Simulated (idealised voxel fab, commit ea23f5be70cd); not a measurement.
A process module follows: voxel self aligned contacts.
The cross-section shown here is cut; it is 215 nm wide and divided into square cells measuring 5 nm on a side.
Think of the cross-section as a grid of square cells. We describe it in bands, top to bottom, and each band covers one or more rows of those cells.
Within each band entry, the heights of the top and of the bottom of the band appear first, in that order and in nm; the materials of the band then follow from left to right, each with its corresponding width in nm. The designation "all across" on a single material indicates that it fills the band from edge to edge; the designation "air" indicates empty space.
Measure heights from 0. That's the level where, below it, the as-received wafer is all one material. The lowest band is bottomless and extends downward; write it as in "0 nm and below".
Graded width ("30->40"): value in top row of band = first number; value in bottom row = second number; row-to-row change constant.
For the purposes of this document, the phrase "nothing different" attached to a step denotes that no cell within the cross-section was modified by that step.
Closed-off voids: empty space of 8 cells or more with no open way to the top, each as width x height at its distance from the left edge, in nm
after a step's settings: what the simulator itself notes on the step
Among the settings permitted on a step's line is "overlay nm"; applied to a step with a mask, it specifies the extent to which the mask lay to the right of its planned position, whereas a negative figure signifies a position to the left.
Steps in the process plan:
1,RECEIVE,material Si
2,OXIDIZE,depth nm 5
3,DIRECTIONAL_DEP,material polySi,thk nm 25
4,DIRECTIONAL_DEP,material SiN,thk nm 25
5,MASKED_ETCH,tone cover,mask id GATE,width nm 25,pitch nm 65,etch materials SiN,depth nm 25,overlay nm 0
6,MASKED_ETCH,tone cover,mask id GATE,width nm 25,pitch nm 65,etch materials polySi,depth nm 25,overlay nm 0
7,CONFORMAL_DEP,material SiN,thk nm 10
8,DIRECTIONAL_ETCH,etch materials SiN,depth nm 10
9,FILL_DEP,material SiO2,thk nm 15
10,CMP,height nm 55
11,MASKED_ETCH,tone open,mask id CONTACT,width nm 50,pitch nm 65,etch materials SiO2,depth nm 60,overlay nm 0
12,CONFORMAL_DEP,material TiN,thk nm 5
13,FILL_DEP,material Ru,thk nm 10
14,CMP,height nm 55
15,CONFORMAL_DEP,material SiCN,thk nm 5
So this is the incoming wafer in cross-section - it's already been through step 1:
0 nm and below = Si all across
Closed-off voids: none
first wafer at the end, as planned:
60 nm to 55 nm = SiCN all across
55 nm to 50 nm = SiO2 50, then TiN 20, then Ru 10, then TiN 20, then SiO2 15, then TiN 20, then Ru 10, then TiN 20, then SiO2 50
50 nm to 25 nm = SiO2 20, then SiN 45, then TiN 5, then Ru 10, then TiN 5, then SiN 45, then TiN 5, then Ru 10, then TiN 5, then SiN 45, then SiO2 20
25 nm to 0 nm = SiO2 20, then SiN 10, then polySi 25, then SiN 10, then TiN 5, then Ru 10, then TiN 5, then SiN 10, then polySi 25, then SiN 10, then TiN 5, then Ru 10, then TiN 5, then SiN 10, then polySi 25, then SiN 10, then SiO2 20
0 nm to -5 nm = SiO2 65, then TiN 20, then SiO2 45, then TiN 20, then SiO2 65
-5 nm and below = Si all across
Closed-off voids: none
second wafer at the end: like start, like plan, one mistake:
60 nm to 55 nm = SiCN all across
55 nm to 50 nm = SiO2 50, then TiN 20, then Ru 10, then TiN 20, then SiO2 15, then TiN 20, then Ru 10, then TiN 20, then SiO2 50
50 nm to 25 nm = SiO2 20, then SiN 45, then TiN 5, then Ru 10, then TiN 5, then SiN 45, then TiN 5, then Ru 10, then TiN 5, then SiN 45, then SiO2 20
25 nm to 5 nm = SiO2 20, then SiN 10, then polySi 25, then SiN 10, then TiN 5, then Ru 10, then TiN 5, then SiN 10, then polySi 25, then SiN 10, then TiN 5, then Ru 10, then TiN 5, then SiN 10, then polySi 25, then SiN 10, then SiO2 20
5 nm to 0 nm = SiO2 20, then SiN 10, then polySi 25, then SiN 10, then TiN 20, then SiN 10, then polySi 25, then SiN 10, then TiN 20, then SiN 10, then polySi 25, then SiN 10, then SiO2 20
0 nm and below = Si all across
Closed-off voids: none
Finding, execution versus plan: no execution of plan step 2; skipped
The final cell counts differ between the wafers, with the second having more or fewer of some materials than the first: 4 fewer of Ru | 43 more of Si | 35 fewer of SiO2 | 4 fewer of TiN
